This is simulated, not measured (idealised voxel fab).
process module | voxel wiring stack
cross-section cut | 140 nm wide | cells 5 nm
A cross-section is a grid of square cells, given in bands from the top down. A band is one or more rows of cells.
Each band's line starts with the height of the band's top and of its bottom, in nm. Then come its materials from left to right, each with its width in nm. One material with "throughout" fills the band from edge to edge. "air" is empty space.
Height 0 is the level under which the wafer as received is all one material. The lowest band goes on downwards, as in "0 down".
A width such as "30 to 40" changes by the same amount from each row of cells to the next, from the band's top row to its bottom row.
"no change" after a step means that no cell of the cross-section changed.
closed voids: empty space of 8 cells or more with no open way to the top, each as width x height at its distance from the left edge, in nm
after a step's settings: what the simulator itself notes on the step
overlay nm, on a step with a mask: how far to the right of its planned place the mask lay; to the left if negative
plan
1 op RECEIVE | material Si
2 op CONFORMAL_DEP | material SiO2 | thk nm 10
3 op DIRECTIONAL_DEP | material TiN | thk nm 5
4 op DIRECTIONAL_DEP | material W | thk nm 25
5 op MASKED_ETCH | tone cover | mask id METAL_1 | width nm 25 | pitch nm 45 | etch materials W | depth nm 25 | overlay nm 0
6 op MASKED_ETCH | tone cover | mask id METAL_1 | width nm 25 | pitch nm 45 | etch materials TiN | depth nm 5 | overlay nm 0
7 op FILL_DEP | material SiO2 | thk nm 5
8 op CMP | height nm 40
9 op CONFORMAL_DEP | material SiCN | thk nm 5
10 op DIRECTIONAL_DEP | material SiO2 | thk nm 30
11 op PATTERN | tone open | mask id METAL_2_HOLES | material resist | width nm 15 | pitch nm 45 | thk nm 20 | overlay nm 0
12 op DIRECTIONAL_ETCH | etch materials SiO2 | depth nm 30
13 op STRIP | etch materials resist
14 op MASKED_ETCH | tone open | mask id METAL_2 | width nm 25 | pitch nm 45 | etch materials SiO2 | depth nm 20 | overlay nm 0
15 op MASKED_ETCH | tone open | mask id METAL_2 | width nm 25 | pitch nm 45 | etch materials SiCN | depth nm 5 | overlay nm 0
16 op CONFORMAL_DEP | material TiN | thk nm 5
17 op FILL_DEP | material Cu | thk nm 10
18 op CMP | height nm 75
19 op CONFORMAL_DEP | material SiCN | thk nm 5
20 op DIRECTIONAL_DEP | material lowk | thk nm 10
21 op MASKED_ETCH | tone open | mask id PLUG_2 | width nm 15 | pitch nm 45 | etch materials lowk | depth nm 10 | overlay nm 0
22 op MASKED_ETCH | tone open | mask id PLUG_2 | width nm 15 | pitch nm 45 | etch materials SiCN | depth nm 5 | overlay nm 0
23 op EPI | material Ru | thk nm 10
24 op EPI | material Ru | thk nm 5
25 op DIRECTIONAL_DEP | material TiN | thk nm 5
26 op DIRECTIONAL_DEP | material W | thk nm 15
27 op DIRECTIONAL_DEP | material aC | thk nm 15
28 op PATTERN | tone cover | mask id METAL_3 | material resist | width nm 25 | pitch nm 45 | thk nm 30 | overlay nm 0
29 op DIRECTIONAL_ETCH | etch materials aC | depth nm 15
30 op STRIP | etch materials resist
31 op DIRECTIONAL_ETCH | etch materials W | depth nm 15
32 op DIRECTIONAL_ETCH | etch materials TiN | depth nm 5
33 op STRIP | etch materials aC
34 op CONFORMAL_DEP | material SiN | thk nm 5
35 op FILL_DEP | material SiO2 | thk nm 5
36 op CMP | height nm 110
37 op CONFORMAL_DEP | material SiCN | thk nm 5
as received, after step 1
  0 down: Si throughout
  closed voids: none
a wafer at the end: this start, this plan, one mistake
  115 to 110: SiCN throughout
  110 to 95: W 35 | SiN 5 | SiO2 15 | SiN 5 | W 20 | SiN 5 | SiO2 15 | SiN 5 | W 35
  95 to 90: TiN 35 | SiN 25 | TiN 20 | SiN 25 | TiN 35
  90 to 80: lowk 35 | Ru 15 | lowk 30 | Ru 15 | lowk 45
  80 to 75: SiCN 35 | Ru 15 | SiCN 30 | Ru 15 | SiCN 45
  75 to 60: SiO2 35 | TiN 5 | Cu 15 | TiN 5 | SiO2 20 | TiN 5 | Cu 15 | TiN 5 | SiO2 35
  60 to 55: SiO2 35 | TiN 5 | Cu 5 | TiN 15 | SiO2 20 | TiN 5 | Cu 5 | TiN 15 | SiO2 35
  55 to 45: SiO2 35 | TiN 5 | Cu 5 | TiN 5 | SiO2 30 | TiN 5 | Cu 5 | TiN 5 | SiO2 45
  45 to 40: SiCN 35 | TiN 15 | SiCN 30 | TiN 15 | SiCN 45
  40 to 15: SiO2 35 | W 25 | SiO2 20 | W 25 | SiO2 35
  15 to 10: SiO2 35 | TiN 25 | SiO2 20 | TiN 25 | SiO2 35
  10 to 0: SiO2 throughout
  0 down: Si throughout
  closed voids: none
what went wrong: step 28 ran as: op PATTERN | tone open | mask id METAL_3 | material resist | width nm 25 | pitch nm 45 | thk nm 30 | overlay nm 0
